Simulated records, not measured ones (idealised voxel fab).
Presented below is a process module, voxel self aligned vias.
Cross-sectional view cut (width: 235 nm; square cell size: 5 nm).
Format of a cross-section: grid, square cells. Given as bands. Order: top down. Band: one or more rows of cells.
What a band's entry tells you: where the top is and where the bottom is, as heights in nm, and after that what lies inside, material by material from left to right, each with its width in nm. Empty space is written as the word "air", and a single material marked with the word "everywhere" occupies the band from edge to edge.
Height is counted from the level 0, under which the received wafer is composed throughout of one material. The lowest of the bands is not closed at the bottom but continues downward, in the notation "0 down".
Top row gets the first number, bottom row gets the second, and each row in between changes by the same step: that is how a band width like "30 to 40" works.
The designation "no modifications", where it is given for a processing step, indicates that no cell of the cross-section was altered in the course of that step.
This entry, "Sealed cavities", enumerates those empty regions of no fewer than 8 cells that possess no open connection to the top. Each region is reported in the form width x height at distance, the distance being taken from the left edge, with all three quantities expressed in nm.
On a step's line, text after the settings is the simulator commenting on that step.
You can add "overlay nm" to a step's line. For a step with a mask, it describes how far the mask lay to the right of its planned position, and a negative number describes a lay to the left.

Listed below are the process steps as planned
1. RECEIVE with material Si
2. CONFORMAL_DEP with material SiO2, thk nm 10
3. CONFORMAL_DEP with material SiCN, thk nm 5
4. DIRECTIONAL_DEP with material SiO2, thk nm 20
5. MASKED_ETCH with tone open, mask id LINES, width nm 25, pitch nm 70, etch materials SiO2, depth nm 20, overlay nm 0
6. CONFORMAL_DEP with material TiN, thk nm 5
7. FILL_DEP with material W, thk nm 10
8. CMP with height nm 35
9. SELECTIVE_ETCH with etch materials W Ru TiN, depth nm 5
10. FILL_DEP with material SiN, thk nm 5
11. CMP with height nm 35
12. DIRECTIONAL_DEP with material SiO2, thk nm 15
13. MASKED_ETCH with tone open, mask id VIAS, width nm 45, pitch nm 70, etch materials SiO2, depth nm 15, overlay nm 0
14. MASKED_ETCH with tone open, mask id VIAS, width nm 45, pitch nm 70, etch materials SiN, depth nm 5, overlay nm 0
15. CONFORMAL_DEP with material TiN, thk nm 5
16. FILL_DEP with material W, thk nm 10
17. CMP with height nm 50
18. CONFORMAL_DEP with material SiN, thk nm 5

As received (post step 1): cross-section
> 0 down = Si everywhere
> Sealed cavities: none

Cross-sectional result after module completion. Note: starting condition and plan are unchanged from above; one processing mistake was made
> 55 to 50 = SiN everywhere
> 50 to 40 = SiO2 (60); TiN (5); W (35); TiN (5); SiO2 (25); TiN (5); W (35); TiN (5); SiO2 (60)
> 40 to 35 = SiO2 (60); TiN (15); W (15); TiN (15); SiO2 (25); TiN (15); W (15); TiN (15); SiO2 (60)
> 35 to 30 = SiO2 (70); TiN (25); SiO2 (45); TiN (25); SiO2 (70)
> 30 to 20 = SiO2 (70); TiN (5); W (15); TiN (5); SiO2 (45); TiN (5); W (15); TiN (5); SiO2 (70)
> 20 to 15 = SiO2 (70); TiN (25); SiO2 (45); TiN (25); SiO2 (70)
> 15 to 10 = TiN everywhere
> 10 to 0 = SiO2 everywhere
> 0 down = Si everywhere
> Sealed cavities: none
The plan and the run diverged here: step 3 deviated from plan and actually ran as CONFORMAL_DEP with material TiN, thk nm 5
